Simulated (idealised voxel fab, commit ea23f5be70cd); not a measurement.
This is a process module. Its name is voxel wiring stack.
Pictured: cross-section cut, 300 nm wide, on a grid of 5 nm square cells.
Cross-section, as written here: a square-cell grid given band by band from the top down, where a band holds one or more rows of cells. Look at the band entry: it leads with the top's height and the bottom's height in nm. Then it lists the materials left to right, with a width in nm for each. The word "full width" on a single material says that material fills the band edge to edge. The word "air" is empty space. Height is counted from the level 0, under which the received wafer is composed throughout of one material. The lowest of the bands is not closed at the bottom but continues downward, in the notation "top 0, no bottom". Width: "30->40" (first number = top row, second number = bottom row, same change from row to row of cells). Where a step carries "remains unaltered", the cross-section came out of it unchanged, cell for cell. "Fully sealed voids" means: voids of 8 cells or more that are shut off from the top with no open way through. Written width x height at distance, distance from the left edge, in nm. The remark found on a step's line after its settings is issued by the simulator itself and pertains to that step. overlay nm: for a step with a mask, the amount by which the mask lay right of where it was planned; a negative amount means left of it. Below you will find pairs of cross-sections. In each, one shows the wafer before one process step and the other after it, with the after view ending at the lowest band that changed. Under each pair is the step separating them, along with its settings. Do not assume the pairs form a chain: they can come from different runs of this module on the same starting wafer, and a pair continues from the pair above it only when its "Pre-process" entry says so.
### Pre-process
    top 95, bottom 85 | 85 nm SiO2; 15 nm air; 20 nm SiO2; 15 nm air; 20 nm SiO2; 15 nm air; 20 nm SiO2; 15 nm air; 95 nm SiO2
    top 85, bottom 80 | 85 nm SiCN; 15 nm air; 20 nm SiCN; 15 nm air; 20 nm SiCN; 15 nm air; 20 nm SiCN; 15 nm air; 95 nm SiCN
    top 80, bottom 70 | 85 nm SiO2; 5 nm TiN; 10 nm Cu; 5 nm TiN; 15 nm SiO2; 5 nm TiN; 10 nm Cu; 5 nm TiN; 15 nm SiO2; 5 nm TiN; 10 nm Cu; 5 nm TiN; 15 nm SiO2; 5 nm TiN; 10 nm Cu; 5 nm TiN; 90 nm SiO2
    top 70, bottom 65 | 85 nm SiO2; 5 nm TiN; 5 nm Cu; 10 nm TiN; 15 nm SiO2; 5 nm TiN; 5 nm Cu; 10 nm TiN; 15 nm SiO2; 5 nm TiN; 5 nm Cu; 10 nm TiN; 15 nm SiO2; 5 nm TiN; 5 nm Cu; 10 nm TiN; 90 nm SiO2
    top 65, bottom 50 | 85 nm SiO2; 5 nm TiN; 5 nm Cu; 5 nm TiN; 20 nm SiO2; 5 nm TiN; 5 nm Cu; 5 nm TiN; 20 nm SiO2; 5 nm TiN; 5 nm Cu; 5 nm TiN; 20 nm SiO2; 5 nm TiN; 5 nm Cu; 5 nm TiN; 95 nm SiO2
    top 50, bottom 45 | 85 nm SiCN; 15 nm TiN; 20 nm SiCN; 15 nm TiN; 20 nm SiCN; 15 nm TiN; 20 nm SiCN; 15 nm TiN; 95 nm SiCN
    top 45, bottom 35 | 85 nm SiO2; 20 nm Ru; 15 nm SiO2; 20 nm Ru; 15 nm SiO2; 20 nm Ru; 15 nm SiO2; 20 nm Ru; 90 nm SiO2
    top 35, bottom 30 | 85 nm SiO2; 20 nm TiN; 15 nm SiO2; 20 nm TiN; 15 nm SiO2; 20 nm TiN; 15 nm SiO2; 20 nm TiN; 90 nm SiO2
    top 30, bottom 0 | SiO2 full width
    top 0, no bottom | Si full width
    Fully sealed voids: none
### Resultant Cross-Section
    top 95, bottom 90 | 85 nm SiO2; 15 nm air; 20 nm SiO2; 15 nm air; 20 nm SiO2; 15 nm air; 20 nm SiO2; 15 nm air; 95 nm SiO2
    top 90, bottom 85 | 85 nm SiO2; 15 nm Ru; 20 nm SiO2; 15 nm Ru; 20 nm SiO2; 15 nm Ru; 20 nm SiO2; 15 nm Ru; 95 nm SiO2
    top 85, bottom 80 | 85 nm SiCN; 15 nm Ru; 20 nm SiCN; 15 nm Ru; 20 nm SiCN; 15 nm Ru; 20 nm SiCN; 15 nm Ru; 95 nm SiCN
    All layers under 80 are left as they were.
    Fully sealed voids: none
So what happens between those two cross-sections up there? EPI: material Ru, thk nm 10
Pre-process: For the state before this step, see the after cross-section of the pair located directly above.
### Resultant Cross-Section
    top 95, bottom 85 | 85 nm SiO2; 15 nm Ru; 20 nm SiO2; 15 nm Ru; 20 nm SiO2; 15 nm Ru; 20 nm SiO2; 15 nm Ru; 95 nm SiO2
    All layers under 85 are left as they were.
    Fully sealed voids: none
So what happens between those two cross-sections up there? EPI: material Ru, thk nm 5
Pre-process: For the state before this step, see the after cross-section of the pair located directly above.
### Resultant Cross-Section
    top 100, bottom 95 | TiN full width
    All layers under 95 are left as they were.
    Fully sealed voids: none
So what happens between those two cross-sections up there? DIRECTIONAL_DEP: material TiN, thk nm 5
Pre-process: For the state before this step, see the after cross-section of the pair located directly above.
### Resultant Cross-Section
    top 120, bottom 100 | Ru full width
    All layers under 100 are left as they were.
    Fully sealed voids: none
So what happens between those two cross-sections up there? DIRECTIONAL_DEP: material Ru, thk nm 20
Pre-process: For the state before this step, see the after cross-section of the pair located directly above.
### Resultant Cross-Section
    top 120, bottom 100 | 85 nm air; 20 nm Ru; 15 nm air; 20 nm Ru; 15 nm air; 20 nm Ru; 15 nm air; 20 nm Ru; 90 nm air
    All layers under 100 are left as they were.
    Fully sealed voids: none
So what happens between those two cross-sections up there? MASKED_ETCH: tone cover, mask id METAL_3, width nm 20, pitch nm 35, etch materials Ru, depth nm 20, overlay nm 0
Pre-process: For the state before this step, see the after cross-section of the pair located directly above.
### Resultant Cross-Section
    top 120, bottom 100 | 85 nm air; 20 nm Ru; 15 nm air; 20 nm Ru; 15 nm air; 20 nm Ru; 15 nm air; 20 nm Ru; 90 nm air
    top 100, bottom 95 | 85 nm air; 20 nm TiN; 15 nm air; 20 nm TiN; 15 nm air; 20 nm TiN; 15 nm air; 20 nm TiN; 90 nm air
    All layers under 95 are left as they were.
    Fully sealed voids: none
So what happens between those two cross-sections up there? MASKED_ETCH: tone cover, mask id METAL_3, width nm 20, pitch nm 35, etch materials TiN, depth nm 5, overlay nm 0
Pre-process: For the state before this step, see the after cross-section of the pair located directly above.
### Resultant Cross-Section
    top 130, bottom 120 | SiO2 full width
    top 120, bottom 100 | 85 nm SiO2; 20 nm Ru; 15 nm SiO2; 20 nm Ru; 15 nm SiO2; 20 nm Ru; 15 nm SiO2; 20 nm Ru; 90 nm SiO2
    top 100, bottom 95 | 85 nm SiO2; 20 nm TiN; 15 nm SiO2; 20 nm TiN; 15 nm SiO2; 20 nm TiN; 15 nm SiO2; 20 nm TiN; 90 nm SiO2
    All layers under 95 are left as they were.
    Fully sealed voids: none
So what happens between those two cross-sections up there? FILL_DEP: material SiO2, thk nm 10
Pre-process: For the state before this step, see the after cross-section of the pair located directly above.
### Resultant Cross-Section
    top 120, bottom 100 | 85 nm SiO2; 20 nm Ru; 15 nm SiO2; 20 nm Ru; 15 nm SiO2; 20 nm Ru; 15 nm SiO2; 20 nm Ru; 90 nm SiO2
    All layers under 100 are left as they were.
    Fully sealed voids: none
So what happens between those two cross-sections up there? CMP: height nm 120
Pre-process: For the state before this step, see the after cross-section of the pair located directly above.
### Resultant Cross-Section
    top 125, bottom 120 | SiCN full width
    All layers under 120 are left as they were.
    Fully sealed voids: none
So what happens between those two cross-sections up there? CONFORMAL_DEP: material SiCN, thk nm 5
Pre-process: For the state before this step, see the after cross-section of the pair located directly above.
### Resultant Cross-Section
    top 145, bottom 125 | SiO2 full width
    All layers under 125 are left as they were.
    Fully sealed voids: none
So what happens between those two cross-sections up there? DIRECTIONAL_DEP: material SiO2, thk nm 20
Pre-process: For the state before this step, see the after cross-section of the pair located directly above.
### Resultant Cross-Section
    top 155, bottom 145 | aC full width
    All layers under 145 are left as they were.
    Fully sealed voids: none
So what happens between those two cross-sections up there? DIRECTIONAL_DEP: material aC, thk nm 10
Pre-process: For the state before this step, see the after cross-section of the pair located directly above.
### Resultant Cross-Section
    top 180, bottom 155 | 85 nm resist; 15 nm air; 20 nm resist; 15 nm air; 20 nm resist; 15 nm air; 20 nm resist; 15 nm air; 95 nm resist
    All layers under 155 are left as they were.
    Fully sealed voids: none
So what happens between those two cross-sections up there? PATTERN: tone open, mask id PLUG_3, material resist, width nm 15, pitch nm 35, thk nm 25, overlay nm 0
Pre-process: For the state before this step, see the after cross-section of the pair located directly above.
### Resultant Cross-Section
    top 170, bottom 155 | 85 nm resist; 15 nm air; 20 nm resist; 15 nm air; 20 nm resist; 15 nm air; 20 nm resist; 15 nm air; 95 nm resist
    top 155, bottom 145 | 85 nm aC; 15 nm air; 20 nm aC; 15 nm air; 20 nm aC; 15 nm air; 20 nm aC; 15 nm air; 95 nm aC
    All layers under 145 are left as they were.
    Fully sealed voids: none
So what happens between those two cross-sections up there? DIRECTIONAL_ETCH: etch materials aC, depth nm 10
Pre-process: For the state before this step, see the after cross-section of the pair located directly above.
### Resultant Cross-Section
    top 155, bottom 145 | 85 nm aC; 15 nm air; 20 nm aC; 15 nm air; 20 nm aC; 15 nm air; 20 nm aC; 15 nm air; 95 nm aC
    All layers under 145 are left as they were.
    Fully sealed voids: none
So what happens between those two cross-sections up there? STRIP: etch materials resist
Pre-process: For the state before this step, see the after cross-section of the pair located directly above.
### Resultant Cross-Section
    top 155, bottom 145 | 85 nm aC; 15 nm air; 20 nm aC; 15 nm air; 20 nm aC; 15 nm air; 20 nm aC; 15 nm air; 95 nm aC
    top 145, bottom 125 | 85 nm SiO2; 15 nm air; 20 nm SiO2; 15 nm air; 20 nm SiO2; 15 nm air; 20 nm SiO2; 15 nm air; 95 nm SiO2
    All layers under 125 are left as they were.
    Fully sealed voids: none
So what happens between those two cross-sections up there? DIRECTIONAL_ETCH: etch materials SiO2, depth nm 20
Pre-process: For the state before this step, see the after cross-section of the pair located directly above.
### Resultant Cross-Section
    top 155, bottom 145 | 85 nm aC; 15 nm air; 20 nm aC; 15 nm air; 20 nm aC; 15 nm air; 20 nm aC; 15 nm air; 95 nm aC
    top 145, bottom 125 | 85 nm SiO2; 15 nm air; 20 nm SiO2; 15 nm air; 20 nm SiO2; 15 nm air; 20 nm SiO2; 15 nm air; 95 nm SiO2
    top 125, bottom 120 | 85 nm SiCN; 15 nm air; 20 nm SiCN; 15 nm air; 20 nm SiCN; 15 nm air; 20 nm SiCN; 15 nm air; 95 nm SiCN
    All layers under 120 are left as they were.
    Fully sealed voids: none
So what happens between those two cross-sections up there? DIRECTIONAL_ETCH: etch materials SiCN, depth nm 5
Pre-process: For the state before this step, see the after cross-section of the pair located directly above.
### Resultant Cross-Section
    top 145, bottom 125 | 85 nm SiO2; 15 nm air; 20 nm SiO2; 15 nm air; 20 nm SiO2; 15 nm air; 20 nm SiO2; 15 nm air; 95 nm SiO2
    All layers under 125 are left as they were.
    Fully sealed voids: none
So what happens between those two cross-sections up there? STRIP: etch materials aC
Pre-process: For the state before this step, see the after cross-section of the pair located directly above.
### Resultant Cross-Section
    top 150, bottom 145 | 90 nm TiN; 5 nm air; 30 nm TiN; 5 nm air; 30 nm TiN; 5 nm air; 30 nm TiN; 5 nm air; 100 nm TiN
    top 145, bottom 125 | 85 nm SiO2; 5 nm TiN; 5 nm air; 5 nm TiN; 20 nm SiO2; 5 nm TiN; 5 nm air; 5 nm TiN; 20 nm SiO2; 5 nm TiN; 5 nm air; 5 nm TiN; 20 nm SiO2; 5 nm TiN; 5 nm air; 5 nm TiN; 95 nm SiO2
    top 125, bottom 120 | 85 nm SiCN; 15 nm TiN; 20 nm SiCN; 15 nm TiN; 20 nm SiCN; 15 nm TiN; 20 nm SiCN; 15 nm TiN; 95 nm SiCN
    All layers under 120 are left as they were.
    Fully sealed voids: none
So what happens between those two cross-sections up there? CONFORMAL_DEP: material TiN, thk nm 5
Pre-process: For the state before this step, see the after cross-section of the pair located directly above.
### Resultant Cross-Section
    top 160, bottom 150 | Cu full width
    top 150, bottom 145 | 90 nm TiN; 5 nm Cu; 30 nm TiN; 5 nm Cu; 30 nm TiN; 5 nm Cu; 30 nm TiN; 5 nm Cu; 100 nm TiN
    top 145, bottom 125 | 85 nm SiO2; 5 nm TiN; 5 nm Cu; 5 nm TiN; 20 nm SiO2; 5 nm TiN; 5 nm Cu; 5 nm TiN; 20 nm SiO2; 5 nm TiN; 5 nm Cu; 5 nm TiN; 20 nm SiO2; 5 nm TiN; 5 nm Cu; 5 nm TiN; 95 nm SiO2
    All layers under 125 are left as they were.
    Fully sealed voids: none
So what happens between those two cross-sections up there? FILL_DEP: material Cu, thk nm 10
Pre-process: For the state before this step, see the after cross-section of the pair located directly above.
### Resultant Cross-Section
    top 145, bottom 125 | 85 nm SiO2; 5 nm TiN; 5 nm Cu; 5 nm TiN; 20 nm SiO2; 5 nm TiN; 5 nm Cu; 5 nm TiN; 20 nm SiO2; 5 nm TiN; 5 nm Cu; 5 nm TiN; 20 nm SiO2; 5 nm TiN; 5 nm Cu; 5 nm TiN; 95 nm SiO2
    All layers under 125 are left as they were.
    Fully sealed voids: none
So what happens between those two cross-sections up there? CMP: height nm 145
Pre-process: For the state before this step, see the after cross-section of the pair located directly above.
### Resultant Cross-Section
    top 150, bottom 145 | TiN full width
    All layers under 145 are left as they were.
    Fully sealed voids: none
So what happens between those two cross-sections up there? DIRECTIONAL_DEP: material TiN, thk nm 5
Pre-process: For the state before this step, see the after cross-section of the pair located directly above.
### Resultant Cross-Section
    top 175, bottom 150 | W full width
    All layers under 150 are left as they were.
    Fully sealed voids: none
So what happens between those two cross-sections up there? DIRECTIONAL_DEP: material W, thk nm 25
Pre-process: For the state before this step, see the after cross-section of the pair located directly above.
### Resultant Cross-Section
    top 175, bottom 150 | 85 nm air; 20 nm W; 15 nm air; 20 nm W; 15 nm air; 20 nm W; 15 nm air; 20 nm W; 90 nm air
    All layers under 150 are left as they were.
    Fully sealed voids: none
So what happens between those two cross-sections up there? MASKED_ETCH: tone cover, mask id METAL_4, width nm 20, pitch nm 35, etch materials W, depth nm 25, overlay nm 0
Pre-process: For the state before this step, see the after cross-section of the pair located directly above.
### Resultant Cross-Section
    top 175, bottom 150 | 85 nm air; 20 nm W; 15 nm air; 20 nm W; 15 nm air; 20 nm W; 15 nm air; 20 nm W; 90 nm air
    top 150, bottom 145 | 85 nm air; 20 nm TiN; 15 nm air; 20 nm TiN; 15 nm air; 20 nm TiN; 15 nm air; 20 nm TiN; 90 nm air
    All layers under 145 are left as they were.
    Fully sealed voids: none
So what happens between those two cross-sections up there? MASKED_ETCH: tone cover, mask id METAL_4, width nm 20, pitch nm 35, etch materials TiN, depth nm 5, overlay nm 0
Pre-process: For the state before this step, see the after cross-section of the pair located directly above.
### Resultant Cross-Section
    top 180, bottom 175 | 80 nm air; 30 nm SiN; 5 nm air; 30 nm SiN; 5 nm air; 30 nm SiN; 5 nm air; 30 nm SiN; 85 nm air
    top 175, bottom 150 | 80 nm air; 5 nm SiN; 20 nm W; 5 nm SiN; 5 nm air; 5 nm SiN; 20 nm W; 5 nm SiN; 5 nm air; 5 nm SiN; 20 nm W; 5 nm SiN; 5 nm air; 5 nm SiN; 20 nm W; 5 nm SiN; 85 nm air
    top 150, bottom 145 | 85 nm SiN; 20 nm TiN; 15 nm SiN; 20 nm TiN; 15 nm SiN; 20 nm TiN; 15 nm SiN; 20 nm TiN; 90 nm SiN
    All layers under 145 are left as they were.
    Fully sealed voids: none
So what happens between those two cross-sections up there? CONFORMAL_DEP: material SiN, thk nm 5
Pre-process: For the state before this step, see the after cross-section of the pair located directly above.
### Resultant Cross-Section
    top 185, bottom 180 | lowk full width
    top 180, bottom 175 | 80 nm lowk; 30 nm SiN; 5 nm lowk; 30 nm SiN; 5 nm lowk; 30 nm SiN; 5 nm lowk; 30 nm SiN; 85 nm lowk
    top 175, bottom 150 | 80 nm lowk; 5 nm SiN; 20 nm W; 5 nm SiN; 5 nm lowk; 5 nm SiN; 20 nm W; 5 nm SiN; 5 nm lowk; 5 nm SiN; 20 nm W; 5 nm SiN; 5 nm lowk; 5 nm SiN; 20 nm W; 5 nm SiN; 85 nm lowk
    All layers under 150 are left as they were.
    Fully sealed voids: none
So what happens between those two cross-sections up there? FILL_DEP: material lowk, thk nm 5
Pre-process: For the state before this step, see the after cross-section of the pair located directly above.
### Resultant Cross-Section
    top 175, bottom 150 | 80 nm lowk; 5 nm SiN; 20 nm W; 5 nm SiN; 5 nm lowk; 5 nm SiN; 20 nm W; 5 nm SiN; 5 nm lowk; 5 nm SiN; 20 nm W; 5 nm SiN; 5 nm lowk; 5 nm SiN; 20 nm W; 5 nm SiN; 85 nm lowk
    All layers under 150 are left as they were.
    Fully sealed voids: none
So what happens between those two cross-sections up there? CMP: height nm 175
Pre-process: For the state before this step, see the after cross-section of the pair located directly above.
### Resultant Cross-Section
    top 180, bottom 175 | SiN full width
    All layers under 175 are left as they were.
    Fully sealed voids: none
So what happens between those two cross-sections up there? CONFORMAL_DEP: material SiN, thk nm 5
### Pre-process
    top 95, bottom 85 | 85 nm SiO2; 15 nm Ru; 20 nm SiO2; 15 nm Ru; 20 nm SiO2; 15 nm Ru; 20 nm SiO2; 15 nm Ru; 95 nm SiO2
    top 85, bottom 80 | 85 nm SiCN; 15 nm Ru; 20 nm SiCN; 15 nm Ru; 20 nm SiCN; 15 nm Ru; 20 nm SiCN; 15 nm Ru; 95 nm SiCN
    top 80, bottom 70 | 85 nm SiO2; 5 nm TiN; 10 nm Cu; 5 nm TiN; 15 nm SiO2; 5 nm TiN; 10 nm Cu; 5 nm TiN; 15 nm SiO2; 5 nm TiN; 10 nm Cu; 5 nm TiN; 15 nm SiO2; 5 nm TiN; 10 nm Cu; 5 nm TiN; 90 nm SiO2
    top 70, bottom 65 | 85 nm SiO2; 5 nm TiN; 5 nm Cu; 10 nm TiN; 15 nm SiO2; 5 nm TiN; 5 nm Cu; 10 nm TiN; 15 nm SiO2; 5 nm TiN; 5 nm Cu; 10 nm TiN; 15 nm SiO2; 5 nm TiN; 5 nm Cu; 10 nm TiN; 90 nm SiO2
    top 65, bottom 50 | 85 nm SiO2; 5 nm TiN; 5 nm Cu; 5 nm TiN; 20 nm SiO2; 5 nm TiN; 5 nm Cu; 5 nm TiN; 20 nm SiO2; 5 nm TiN; 5 nm Cu; 5 nm TiN; 20 nm SiO2; 5 nm TiN; 5 nm Cu; 5 nm TiN; 95 nm SiO2
    top 50, bottom 45 | 85 nm SiCN; 15 nm TiN; 20 nm SiCN; 15 nm TiN; 20 nm SiCN; 15 nm TiN; 20 nm SiCN; 15 nm TiN; 95 nm SiCN
    top 45, bottom 20 | 85 nm SiO2; 20 nm Ru; 15 nm SiO2; 20 nm Ru; 15 nm SiO2; 20 nm Ru; 15 nm SiO2; 20 nm Ru; 90 nm SiO2
    top 20, bottom 15 | 85 nm SiO2; 20 nm TiN; 15 nm SiO2; 20 nm TiN; 15 nm SiO2; 20 nm TiN; 15 nm SiO2; 20 nm TiN; 90 nm SiO2
    top 15, bottom 0 | SiO2 full width
    top 0, no bottom | Si full width
    Fully sealed voids: none
### Resultant Cross-Section
    top 115, bottom 95 | Ru full width
    All layers under 95 are left as they were.
    Fully sealed voids: none
So what happens between those two cross-sections up there? DIRECTIONAL_DEP: material Ru, thk nm 20
Pre-process: For the state before this step, see the after cross-section of the pair located directly above.
### Resultant Cross-Section
    top 120, bottom 115 | TiN full width
    All layers under 115 are left as they were.
    Fully sealed voids: none
So what happens between those two cross-sections up there? DIRECTIONAL_DEP: material TiN, thk nm 5
Pre-process: For the state before this step, see the after cross-section of the pair located directly above.
### Resultant Cross-Section
    top 120, bottom 115 | 85 nm air; 20 nm TiN; 15 nm air; 20 nm TiN; 15 nm air; 20 nm TiN; 15 nm air; 20 nm TiN; 90 nm air
    All layers under 115 are left as they were.
    Fully sealed voids: none
So what happens between those two cross-sections up there? MASKED_ETCH: tone cover, mask id METAL_3, width nm 20, pitch nm 35, etch materials TiN, depth nm 5, overlay nm 0
Pre-process: For the state before this step, see the after cross-section of the pair located directly above.
### Resultant Cross-Section
    top 130, bottom 120 | SiO2 full width
    top 120, bottom 115 | 85 nm SiO2; 20 nm TiN; 15 nm SiO2; 20 nm TiN; 15 nm SiO2; 20 nm TiN; 15 nm SiO2; 20 nm TiN; 90 nm SiO2
    All layers under 115 are left as they were.
    Fully sealed voids: none
So what happens between those two cross-sections up there? FILL_DEP: material SiO2, thk nm 10
Pre-process: For the state before this step, see the after cross-section of the pair located directly above.
### Resultant Cross-Section
    top 120, bottom 115 | 85 nm SiO2; 20 nm TiN; 15 nm SiO2; 20 nm TiN; 15 nm SiO2; 20 nm TiN; 15 nm SiO2; 20 nm TiN; 90 nm SiO2
    All layers under 115 are left as they were.
    Fully sealed voids: none
So what happens between those two cross-sections up there? CMP: height nm 120
Pre-process: For the state before this step, see the after cross-section of the pair located directly above.
### Resultant Cross-Section
    top 125, bottom 120 | SiCN full width
    All layers under 120 are left as they were.
    Fully sealed voids: none
So what happens between those two cross-sections up there? CONFORMAL_DEP: material SiCN, thk nm 5
Pre-process: For the state before this step, see the after cross-section of the pair located directly above.
### Resultant Cross-Section
    top 145, bottom 125 | SiO2 full width
    All layers under 125 are left as they were.
    Fully sealed voids: none
So what happens between those two cross-sections up there? DIRECTIONAL_DEP: material SiO2, thk nm 20
Pre-process: For the state before this step, see the after cross-section of the pair located directly above.
### Resultant Cross-Section
    top 155, bottom 145 | aC full width
    All layers under 145 are left as they were.
    Fully sealed voids: none
So what happens between those two cross-sections up there? DIRECTIONAL_DEP: material aC, thk nm 10
Pre-process: For the state before this step, see the after cross-section of the pair located directly above.
### Resultant Cross-Section
    top 180, bottom 155 | 85 nm resist; 15 nm air; 20 nm resist; 15 nm air; 20 nm resist; 15 nm air; 20 nm resist; 15 nm air; 95 nm resist
    All layers under 155 are left as they were.
    Fully sealed voids: none
So what happens between those two cross-sections up there? PATTERN: tone open, mask id PLUG_3, material resist, width nm 15, pitch nm 35, thk nm 25, overlay nm 0
Pre-process: For the state before this step, see the after cross-section of the pair located directly above.
### Resultant Cross-Section
    top 170, bottom 155 | 85 nm resist; 15 nm air; 20 nm resist; 15 nm air; 20 nm resist; 15 nm air; 20 nm resist; 15 nm air; 95 nm resist
    top 155, bottom 145 | 85 nm aC; 15 nm air; 20 nm aC; 15 nm air; 20 nm aC; 15 nm air; 20 nm aC; 15 nm air; 95 nm aC
    All layers under 145 are left as they were.
    Fully sealed voids: none
So what happens between those two cross-sections up there? DIRECTIONAL_ETCH: etch materials aC, depth nm 10
Pre-process: For the state before this step, see the after cross-section of the pair located directly above.
### Resultant Cross-Section
    top 155, bottom 145 | 85 nm aC; 15 nm air; 20 nm aC; 15 nm air; 20 nm aC; 15 nm air; 20 nm aC; 15 nm air; 95 nm aC
    All layers under 145 are left as they were.
    Fully sealed voids: none
So what happens between those two cross-sections up there? STRIP: etch materials resist
Pre-process: For the state before this step, see the after cross-section of the pair located directly above.
### Resultant Cross-Section
    top 155, bottom 145 | 85 nm aC; 15 nm air; 20 nm aC; 15 nm air; 20 nm aC; 15 nm air; 20 nm aC; 15 nm air; 95 nm aC
    top 145, bottom 125 | 85 nm SiO2; 15 nm air; 20 nm SiO2; 15 nm air; 20 nm SiO2; 15 nm air; 20 nm SiO2; 15 nm air; 95 nm SiO2
    All layers under 125 are left as they were.
    Fully sealed voids: none
So what happens between those two cross-sections up there? DIRECTIONAL_ETCH: etch materials SiO2, depth nm 20
Pre-process: For the state before this step, see the after cross-section of the pair located directly above.
### Resultant Cross-Section
    top 155, bottom 145 | 85 nm aC; 15 nm air; 20 nm aC; 15 nm air; 20 nm aC; 15 nm air; 20 nm aC; 15 nm air; 95 nm aC
    top 145, bottom 125 | 85 nm SiO2; 15 nm air; 20 nm SiO2; 15 nm air; 20 nm SiO2; 15 nm air; 20 nm SiO2; 15 nm air; 95 nm SiO2
    top 125, bottom 120 | 85 nm SiCN; 15 nm air; 20 nm SiCN; 15 nm air; 20 nm SiCN; 15 nm air; 20 nm SiCN; 15 nm air; 95 nm SiCN
    All layers under 120 are left as they were.
    Fully sealed voids: none
So what happens between those two cross-sections up there? DIRECTIONAL_ETCH: etch materials SiCN, depth nm 5
Pre-process: For the state before this step, see the after cross-section of the pair located directly above.
### Resultant Cross-Section
    top 145, bottom 125 | 85 nm SiO2; 15 nm air; 20 nm SiO2; 15 nm air; 20 nm SiO2; 15 nm air; 20 nm SiO2; 15 nm air; 95 nm SiO2
    All layers under 125 are left as they were.
    Fully sealed voids: none
So what happens between those two cross-sections up there? STRIP: etch materials aC
Pre-process: For the state before this step, see the after cross-section of the pair located directly above.
### Resultant Cross-Section
    top 150, bottom 145 | 90 nm TiN; 5 nm air; 30 nm TiN; 5 nm air; 30 nm TiN; 5 nm air; 30 nm TiN; 5 nm air; 100 nm TiN
    top 145, bottom 125 | 85 nm SiO2; 5 nm TiN; 5 nm air; 5 nm TiN; 20 nm SiO2; 5 nm TiN; 5 nm air; 5 nm TiN; 20 nm SiO2; 5 nm TiN; 5 nm air; 5 nm TiN; 20 nm SiO2; 5 nm TiN; 5 nm air; 5 nm TiN; 95 nm SiO2
    top 125, bottom 120 | 85 nm SiCN; 15 nm TiN; 20 nm SiCN; 15 nm TiN; 20 nm SiCN; 15 nm TiN; 20 nm SiCN; 15 nm TiN; 95 nm SiCN
    All layers under 120 are left as they were.
    Fully sealed voids: none
So what happens between those two cross-sections up there? CONFORMAL_DEP: material TiN, thk nm 5
Pre-process: For the state before this step, see the after cross-section of the pair located directly above.
### Resultant Cross-Section
    top 160, bottom 150 | Cu full width
    top 150, bottom 145 | 90 nm TiN; 5 nm Cu; 30 nm TiN; 5 nm Cu; 30 nm TiN; 5 nm Cu; 30 nm TiN; 5 nm Cu; 100 nm TiN
    top 145, bottom 125 | 85 nm SiO2; 5 nm TiN; 5 nm Cu; 5 nm TiN; 20 nm SiO2; 5 nm TiN; 5 nm Cu; 5 nm TiN; 20 nm SiO2; 5 nm TiN; 5 nm Cu; 5 nm TiN; 20 nm SiO2; 5 nm TiN; 5 nm Cu; 5 nm TiN; 95 nm SiO2
    All layers under 125 are left as they were.
    Fully sealed voids: none
So what happens between those two cross-sections up there? FILL_DEP: material Cu, thk nm 10
Pre-process: For the state before this step, see the after cross-section of the pair located directly above.
### Resultant Cross-Section
    top 145, bottom 125 | 85 nm SiO2; 5 nm TiN; 5 nm Cu; 5 nm TiN; 20 nm SiO2; 5 nm TiN; 5 nm Cu; 5 nm TiN; 20 nm SiO2; 5 nm TiN; 5 nm Cu; 5 nm TiN; 20 nm SiO2; 5 nm TiN; 5 nm Cu; 5 nm TiN; 95 nm SiO2
    All layers under 125 are left as they were.
    Fully sealed voids: none
So what happens between those two cross-sections up there? CMP: height nm 145
Pre-process: For the state before this step, see the after cross-section of the pair located directly above.
### Resultant Cross-Section
    top 150, bottom 145 | TiN full width
    All layers under 145 are left as they were.
    Fully sealed voids: none
So what happens between those two cross-sections up there? DIRECTIONAL_DEP: material TiN, thk nm 5
Pre-process: For the state before this step, see the after cross-section of the pair located directly above.
### Resultant Cross-Section
    top 175, bottom 150 | W full width
    All layers under 150 are left as they were.
    Fully sealed voids: none
So what happens between those two cross-sections up there? DIRECTIONAL_DEP: material W, thk nm 25
Pre-process: For the state before this step, see the after cross-section of the pair located directly above.
### Resultant Cross-Section
    top 175, bottom 150 | 85 nm air; 20 nm W; 15 nm air; 20 nm W; 15 nm air; 20 nm W; 15 nm air; 20 nm W; 90 nm air
    All layers under 150 are left as they were.
    Fully sealed voids: none
So what happens between those two cross-sections up there? MASKED_ETCH: tone cover, mask id METAL_4, width nm 20, pitch nm 35, etch materials W, depth nm 25, overlay nm 0
Pre-process: For the state before this step, see the after cross-section of the pair located directly above.
### Resultant Cross-Section
    top 175, bottom 150 | 85 nm air; 20 nm W; 15 nm air; 20 nm W; 15 nm air; 20 nm W; 15 nm air; 20 nm W; 90 nm air
    top 150, bottom 145 | 85 nm air; 20 nm TiN; 15 nm air; 20 nm TiN; 15 nm air; 20 nm TiN; 15 nm air; 20 nm TiN; 90 nm air
    All layers under 145 are left as they were.
    Fully sealed voids: none
So what happens between those two cross-sections up there? MASKED_ETCH: tone cover, mask id METAL_4, width nm 20, pitch nm 35, etch materials TiN, depth nm 5, overlay nm 0
Pre-process: For the state before this step, see the after cross-section of the pair located directly above.
### Resultant Cross-Section
    top 180, bottom 175 | 80 nm air; 30 nm SiN; 5 nm air; 30 nm SiN; 5 nm air; 30 nm SiN; 5 nm air; 30 nm SiN; 85 nm air
    top 175, bottom 150 | 80 nm air; 5 nm SiN; 20 nm W; 5 nm SiN; 5 nm air; 5 nm SiN; 20 nm W; 5 nm SiN; 5 nm air; 5 nm SiN; 20 nm W; 5 nm SiN; 5 nm air; 5 nm SiN; 20 nm W; 5 nm SiN; 85 nm air
    top 150, bottom 145 | 85 nm SiN; 20 nm TiN; 15 nm SiN; 20 nm TiN; 15 nm SiN; 20 nm TiN; 15 nm SiN; 20 nm TiN; 90 nm SiN
    All layers under 145 are left as they were.
    Fully sealed voids: none
So what happens between those two cross-sections up there? CONFORMAL_DEP: material SiN, thk nm 5
Pre-process: For the state before this step, see the after cross-section of the pair located directly above.
### Resultant Cross-Section
    top 185, bottom 180 | lowk full width
    top 180, bottom 175 | 80 nm lowk; 30 nm SiN; 5 nm lowk; 30 nm SiN; 5 nm lowk; 30 nm SiN; 5 nm lowk; 30 nm SiN; 85 nm lowk
    top 175, bottom 150 | 80 nm lowk; 5 nm SiN; 20 nm W; 5 nm SiN; 5 nm lowk; 5 nm SiN; 20 nm W; 5 nm SiN; 5 nm lowk; 5 nm SiN; 20 nm W; 5 nm SiN; 5 nm lowk; 5 nm SiN; 20 nm W; 5 nm SiN; 85 nm lowk
    All layers under 150 are left as they were.
    Fully sealed voids: none
So what happens between those two cross-sections up there? FILL_DEP: material lowk, thk nm 5
Pre-process: For the state before this step, see the after cross-section of the pair located directly above.
### Resultant Cross-Section
    top 175, bottom 150 | 80 nm lowk; 5 nm SiN; 20 nm W; 5 nm SiN; 5 nm lowk; 5 nm SiN; 20 nm W; 5 nm SiN; 5 nm lowk; 5 nm SiN; 20 nm W; 5 nm SiN; 5 nm lowk; 5 nm SiN; 20 nm W; 5 nm SiN; 85 nm lowk
    All layers under 150 are left as they were.
    Fully sealed voids: none
So what happens between those two cross-sections up there? CMP: height nm 175
Pre-process: For the state before this step, see the after cross-section of the pair located directly above.
### Resultant Cross-Section
    top 180, bottom 175 | SiN full width
    All layers under 175 are left as they were.
    Fully sealed voids: none
So what happens between those two cross-sections up there? CONFORMAL_DEP: material SiN, thk nm 5
